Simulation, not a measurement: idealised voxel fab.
The process module presented herein is designated voxel ribs on slabs.
Square cells of 5 nm make up the cross-section cut, whose width is 220 nm.
We lay out every cross-section as a grid of square cells and spell it out in bands from the top down, where one band means one or more rows of cells. Within each band entry, the heights of the top and of the bottom of the band appear first, in that order and in nm; the materials of the band then follow from left to right, each with its corresponding width in nm. The designation "throughout" on a single material indicates that it fills the band from edge to edge; the designation "air" indicates empty space. Height is counted from the level 0, under which the received wafer is composed throughout of one material. The lowest of the bands is not closed at the bottom but continues downward, in the notation "0 nm and below". A two-number width, for instance "30 to 40", indicates that the width is equal to the first number in the top row of the band and to the second number in the bottom row, and that it changes by a constant amount per row of cells. It should be understood that the words "remained the same", when stated for a given step, signify that the cross-section underwent no change in any of its cells during that step. The entry titled "Completely sealed voids" provides the empty spaces that have no open way to the top, restricted to those of 8 cells or more. Each is presented as width x height at distance, the distance being measured from the left edge, with all three in nm. It should be noted that, on the line of a given step, the content following the step's settings is a remark produced by the simulator itself with respect to that step. The setting "overlay nm" may be written on the line of a step. When the step uses a mask, the value reports how far to the right of the planned place the mask lay, and a negative value reports that it lay to the left.

Planned step list for the process
1 RECEIVE,material Si
2 DIRECTIONAL_DEP,material SiO2,thk nm 30
3 DIRECTIONAL_DEP,material polySi,thk nm 15
4 PATTERN,tone cover,mask id RIB,material resist,width nm 20,thk nm 15,overlay nm 0
5 DIRECTIONAL_ETCH,etch materials polySi,depth nm 10
6 STRIP,etch materials resist
7 MASKED_ETCH,tone cover,mask id SLAB,width nm 70,etch materials polySi,depth nm 5,overlay nm 0
8 FILL_DEP,material SiO2,thk nm 15
9 CMP,height nm 55
10 DIRECTIONAL_DEP,material TiN,thk nm 5
11 DIRECTIONAL_DEP,material aC,thk nm 15
12 PATTERN,tone cover,mask id HEATER,material resist,width nm 30,thk nm 35,overlay nm 0
13 DIRECTIONAL_ETCH,etch materials aC,depth nm 15
14 STRIP,etch materials resist
15 DIRECTIONAL_ETCH,etch materials TiN,depth nm 5
16 STRIP,etch materials aC
17 CONFORMAL_DEP,material SiO2,thk nm 5

Shown in cross-section is the wafer as received, that is, as it stands after step 1
	0 nm and below: Si throughout
	Completely sealed voids: none

Cross-section at module end, one run error; start and plan unchanged from above
	65 nm to 60 nm: 90 nm air  40 nm SiO2  90 nm air
	60 nm to 55 nm: 95 nm SiO2  30 nm TiN  95 nm SiO2
	55 nm to 45 nm: SiO2 throughout
	45 nm to 35 nm: 100 nm SiO2  20 nm polySi  100 nm SiO2
	35 nm to 30 nm: 70 nm SiO2  80 nm polySi  70 nm SiO2
	30 nm to 0 nm: SiO2 throughout
	0 nm and below: Si throughout
	Completely sealed voids: none
In executing the process, a mistake was made relative to the plan: note that step 7 departed from the planned setting and was carried out as MASKED_ETCH,tone cover,mask id SLAB,width nm 80,etch materials polySi,depth nm 5,overlay nm 0
